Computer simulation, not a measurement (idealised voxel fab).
This section sets out a process module, namely voxel capacitor over wiring.
Square cells of 5 nm make up the cross-section cut, whose width is 245 nm.
Each cross-section below is a grid of square cells, stated as bands in top-down order, with one or more rows of cells making up each band.
Per band: top height and bottom height in nm, followed by the left-to-right materials and their widths in nm; "everywhere" marks a single material spanning edge to edge, "blank" marks empty space.
Heights are expressed relative to 0, this being the level below which the as-received wafer comprises one material exclusively. The lowest band is unbounded in the downward direction and is denoted as in "z 0 and below".
Top row gets the first number, bottom row gets the second, and each row in between changes by the same step: that is how a band width like "30..40" works.
Any step labelled "no modification" changed none of the cells in the cross-section.
Closed empty spaces (no open way to the top) of 8 cells or more are what "Sealed cavities" lists, each as width x height at distance from the left edge, nm for all three.
If you see something after the settings on a step's line, that's the simulator's own remark about that step.
overlay nm: how far to the right of its planned place the mask lay on this masked step (negative: to the left).

**Listed below are the process steps as planned**
1: RECEIVE, material Si
2: CONFORMAL_DEP, material SiO2, thk nm 15
3: CONFORMAL_DEP, material SiN, thk nm 5
4: DIRECTIONAL_DEP, material SiO2, thk nm 20
5: DIRECTIONAL_DEP, material aC, thk nm 10
6: PATTERN, tone open, mask id METAL_1, material resist, width nm 25, pitch nm 90, thk nm 25, overlay nm 0
7: DIRECTIONAL_ETCH, etch materials aC, depth nm 10
8: STRIP, etch materials resist
9: DIRECTIONAL_ETCH, etch materials SiO2, depth nm 20
10: DIRECTIONAL_ETCH, etch materials SiN, depth nm 5
11: STRIP, etch materials aC
12: CONFORMAL_DEP, material TiN, thk nm 5
13: FILL_DEP, material W, thk nm 10
14: CMP, height nm 40
15: CONFORMAL_DEP, material SiCN, thk nm 5
16: DIRECTIONAL_DEP, material lowk, thk nm 20
17: MASKED_ETCH, tone open, mask id PLUG_1, width nm 15, etch materials lowk, depth nm 20, overlay nm 0
18: MASKED_ETCH, tone open, mask id PLUG_1, width nm 15, etch materials SiCN, depth nm 5, overlay nm 0
19: CONFORMAL_DEP, material TiN, thk nm 5
20: FILL_DEP, material W, thk nm 5
21: CMP, height nm 65
22: DIRECTIONAL_DEP, material TiN, thk nm 10
23: DIRECTIONAL_DEP, material HfO2, thk nm 5
24: DIRECTIONAL_DEP, material TiN, thk nm 10
25: DIRECTIONAL_DEP, material aC, thk nm 15
26: PATTERN, tone cover, mask id UPPER_PLATE, material resist, width nm 70, thk nm 30, overlay nm 0
27: DIRECTIONAL_ETCH, etch materials aC, depth nm 15
28: STRIP, etch materials resist
29: DIRECTIONAL_ETCH, etch materials TiN, depth nm 10
30: DIRECTIONAL_ETCH, etch materials HfO2, depth nm 5
31: STRIP, etch materials aC
32: DIRECTIONAL_DEP, material aC, thk nm 15
33: PATTERN, tone cover, mask id LOWER_PLATE, material resist, width nm 80, thk nm 30, overlay nm 0
34: DIRECTIONAL_ETCH, etch materials aC, depth nm 15
35: STRIP, etch materials resist
36: DIRECTIONAL_ETCH, etch materials TiN, depth nm 10
37: STRIP, etch materials aC
38: FILL_DEP, material SiO2, thk nm 15
39: CMP, height nm 100
40: DIRECTIONAL_DEP, material aC, thk nm 15
41: PATTERN, tone open, mask id PLUG_2, material resist, width nm 15, thk nm 35, overlay nm 0
42: DIRECTIONAL_ETCH, etch materials aC, depth nm 15
43: STRIP, etch materials resist
44: DIRECTIONAL_ETCH, etch materials SiO2, depth nm 10
45: STRIP, etch materials aC
46: CONFORMAL_DEP, material TiN, thk nm 5
47: FILL_DEP, material Ru, thk nm 10
48: CMP, height nm 100
49: CONFORMAL_DEP, material SiN, thk nm 5

**Delivered wafer in cross-section: state after step 1**
> z 0 and below = Si everywhere
> Sealed cavities: none

**Cross-section: first of two wafers, module finished, run according to plan**
> z 105 to 100 = SiN everywhere
> z 100 to 95 = 85 of SiO2; 5 of TiN; 5 of Ru; 5 of TiN; 145 of SiO2
> z 95 to 90 = 85 of SiO2; 15 of TiN; 145 of SiO2
> z 90 to 80 = 75 of SiO2; 70 of TiN; 100 of SiO2
> z 80 to 75 = 75 of SiO2; 70 of HfO2; 100 of SiO2
> z 75 to 65 = 70 of SiO2; 80 of TiN; 95 of SiO2
> z 65 to 45 = 75 of lowk; 5 of TiN; 5 of W; 5 of TiN; 155 of lowk
> z 45 to 40 = 75 of SiCN; 15 of TiN; 155 of SiCN
> z 40 to 20 = 65 of SiO2; 5 of TiN; 15 of W; 5 of TiN; 65 of SiO2; 5 of TiN; 15 of W; 5 of TiN; 65 of SiO2
> z 20 to 15 = 65 of SiN; 25 of TiN; 65 of SiN; 25 of TiN; 65 of SiN
> z 15 to 0 = SiO2 everywhere
> z 0 and below = Si everywhere
> Sealed cavities: none

**Presented here is a cross-section of the second of the two wafers as it stood at the end of the module. It was started in the same manner and assigned the same plan as the first wafer; however, one mistake was made in its execution**
> z 105 to 100 = SiN everywhere
> z 100 to 95 = 85 of SiO2; 5 of TiN; 5 of Ru; 5 of TiN; 145 of SiO2
> z 95 to 90 = 85 of SiO2; 15 of TiN; 145 of SiO2
> z 90 to 80 = 75 of SiO2; 70 of TiN; 100 of SiO2
> z 80 to 75 = 75 of SiO2; 70 of HfO2; 100 of SiO2
> z 75 to 65 = 70 of SiO2; 80 of TiN; 95 of SiO2
> z 65 to 45 = 75 of lowk; 5 of TiN; 5 of W; 5 of TiN; 155 of lowk
> z 45 to 40 = 75 of SiCN; 15 of TiN; 155 of SiCN
> z 40 to 20 = 75 of SiO2; 5 of TiN; 15 of W; 5 of TiN; 65 of SiO2; 5 of TiN; 15 of W; 5 of TiN; 55 of SiO2
> z 20 to 15 = 75 of SiN; 25 of TiN; 65 of SiN; 25 of TiN; 55 of SiN
> z 15 to 0 = SiO2 everywhere
> z 0 and below = Si everywhere
> Sealed cavities: none
Want to know what went wrong? contrary to plan, step 6 was performed as PATTERN, tone open, mask id METAL_1, material resist, width nm 25, pitch nm 90, thk nm 25, overlay nm 10
End check, second vs first wafer: material counts in cells match, positions do not.
